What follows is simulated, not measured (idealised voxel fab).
Process module in this document: voxel transistor to metal
Cross-section cut: width 170 nm, square cells of 5 nm.
The cross-sections in this document take the form of a grid made of square cells. They are written out as bands, in order from top to bottom. Each band consists of one or more rows of cells.
First you get the band's top height and its bottom height, in nm, and then the materials it's made of, left to right, with each width in nm. If you see a single material with "edge to edge", that one covers the band edge to edge. "air" is empty space.
Heights are expressed relative to 0, this being the level below which the as-received wafer comprises one material exclusively. The lowest band is unbounded in the downward direction and is denoted as in "0 -> down".
Note: "30 to 40" means the width goes from the first number (top row of the band) to the second number (bottom row) in equal steps per row of cells.
"left unchanged" (step): cross-section cells unchanged, all of them.
Entry "Sealed internal voids" = empty spaces >= 8 cells with no open way to the top; each as width x height at distance, distance from left edge, all nm.
If you see something after the settings on a step's line, that's the simulator's own remark about that step.
You can add "overlay nm" to a step's line. For a step with a mask, it describes how far the mask lay to the right of its planned position, and a negative number describes a lay to the left.
List of planned process steps
1,RECEIVE,material Si
2,OXIDIZE,depth nm 5
3,CONFORMAL_DEP,material SiN,thk nm 10
4,MASKED_ETCH,tone cover,mask id ACTIVE,width nm 110,etch materials SiN,depth nm 10,overlay nm 0
5,MASKED_ETCH,tone cover,mask id ACTIVE,width nm 110,etch materials SiO2,depth nm 5,overlay nm 0
6,MASKED_ETCH,tone cover,mask id ACTIVE,width nm 110,etch materials Si,depth nm 20,overlay nm 0
7,OXIDIZE,depth nm 5
8,FILL_DEP,material SiO2,thk nm 15
9,CMP,height nm 10
10,SELECTIVE_ETCH,etch materials SiO2,depth nm 10
11,STRIP,etch materials SiN
12,SELECTIVE_ETCH,etch materials SiO2,depth nm 5
13,OXIDIZE,depth nm 5
14,DIRECTIONAL_DEP,material polySi,thk nm 20
15,DIRECTIONAL_DEP,material SiCN,thk nm 10
16,DIRECTIONAL_DEP,material aC,thk nm 15
17,PATTERN,tone cover,mask id GATE,material resist,width nm 30,thk nm 35,overlay nm 0
18,DIRECTIONAL_ETCH,etch materials aC,depth nm 15
19,STRIP,etch materials resist
20,DIRECTIONAL_ETCH,etch materials SiCN,depth nm 20
21,DIRECTIONAL_ETCH,etch materials polySi,depth nm 30
22,STRIP,etch materials aC
23,CONFORMAL_DEP,material SiO2,thk nm 5
24,DIRECTIONAL_ETCH,etch materials SiO2,depth nm 5
25,CONFORMAL_DEP,material SiN,thk nm 5
26,DIRECTIONAL_ETCH,etch materials SiN,depth nm 5
27,DIRECTIONAL_ETCH,etch materials SiO2,depth nm 5
28,DIRECTIONAL_ETCH,etch materials Si,depth nm 10
29,EPI,material SiGe,thk nm 15
30,FILL_DEP,material SiO2,thk nm 10
31,CMP,height nm 15
32,STRIP,etch materials polySi
33,SELECTIVE_ETCH,etch materials SiO2,depth nm 5
34,CONFORMAL_DEP,material HfO2,thk nm 5
35,CONFORMAL_DEP,material TiN,thk nm 5
36,FILL_DEP,material W,thk nm 5
37,CMP,height nm 10
38,DIRECTIONAL_DEP,material SiO2,thk nm 10
39,MASKED_ETCH,tone open,mask id CONTACT,width nm 20,pitch nm 80,etch materials SiO2,depth nm 25,overlay nm 0
40,CONFORMAL_DEP,material TiN,thk nm 5
41,FILL_DEP,material W,thk nm 10
42,CMP,height nm 20
43,DIRECTIONAL_DEP,material TiN,thk nm 5
44,DIRECTIONAL_DEP,material W,thk nm 20
45,PATTERN,tone cover,mask id METAL_1,material resist,width nm 20,pitch nm 80,thk nm 20,overlay nm 0
46,DIRECTIONAL_ETCH,etch materials W,depth nm 20
47,DIRECTIONAL_ETCH,etch materials TiN,depth nm 5
48,STRIP,etch materials resist
49,CONFORMAL_DEP,material SiN,thk nm 5
50,FILL_DEP,material lowk,thk nm 10
51,CMP,height nm 45
52,CONFORMAL_DEP,material SiN,thk nm 5
Cross-section, incoming material, after step 1
	0 -> down = Si edge to edge
	Sealed internal voids: none
The cross-section shown corresponds to the wafer at the conclusion of the module. The initial structure and the process plan are those presented above; however, one mistake occurred in executing the plan
	50 -> 45 = SiN edge to edge
	45 -> 25 = lowk 30 nm; SiN 5 nm; W 20 nm; SiN 5 nm; lowk 50 nm; SiN 5 nm; W 20 nm; SiN 5 nm; lowk 30 nm
	25 -> 20 = SiN 35 nm; TiN 20 nm; SiN 60 nm; TiN 20 nm; SiN 35 nm
	20 -> 15 = SiO2 35 nm; TiN 5 nm; W 10 nm; TiN 5 nm; SiO2 60 nm; TiN 5 nm; W 10 nm; TiN 5 nm; SiO2 35 nm
	15 -> 10 = SiO2 35 nm; TiN 20 nm; SiO2 60 nm; TiN 20 nm; SiO2 35 nm
	10 -> 5 = W 65 nm; TiN 5 nm; HfO2 5 nm; SiN 5 nm; SiO2 10 nm; SiN 5 nm; HfO2 5 nm; TiN 5 nm; W 65 nm
	5 -> 0 = W 65 nm; TiN 5 nm; HfO2 5 nm; SiN 5 nm; SiGe 10 nm; SiN 5 nm; HfO2 5 nm; TiN 5 nm; W 65 nm
	0 -> -5 = TiN 70 nm; HfO2 5 nm; SiN 5 nm; SiGe 10 nm; SiN 5 nm; HfO2 5 nm; TiN 70 nm
	-5 -> -10 = HfO2 75 nm; SiO2 5 nm; SiGe 10 nm; SiO2 5 nm; HfO2 75 nm
	-10 -> -20 = SiO2 35 nm; Si 45 nm; SiGe 10 nm; Si 45 nm; SiO2 35 nm
	-20 -> -30 = SiO2 35 nm; Si 100 nm; SiO2 35 nm
	-30 -> down = Si edge to edge
	Sealed internal voids: none
Error vs. plan: step 17 ran with different settings than intended, the actual operation and settings being PATTERN,tone open,mask id GATE,material resist,width nm 30,thk nm 35,overlay nm 0
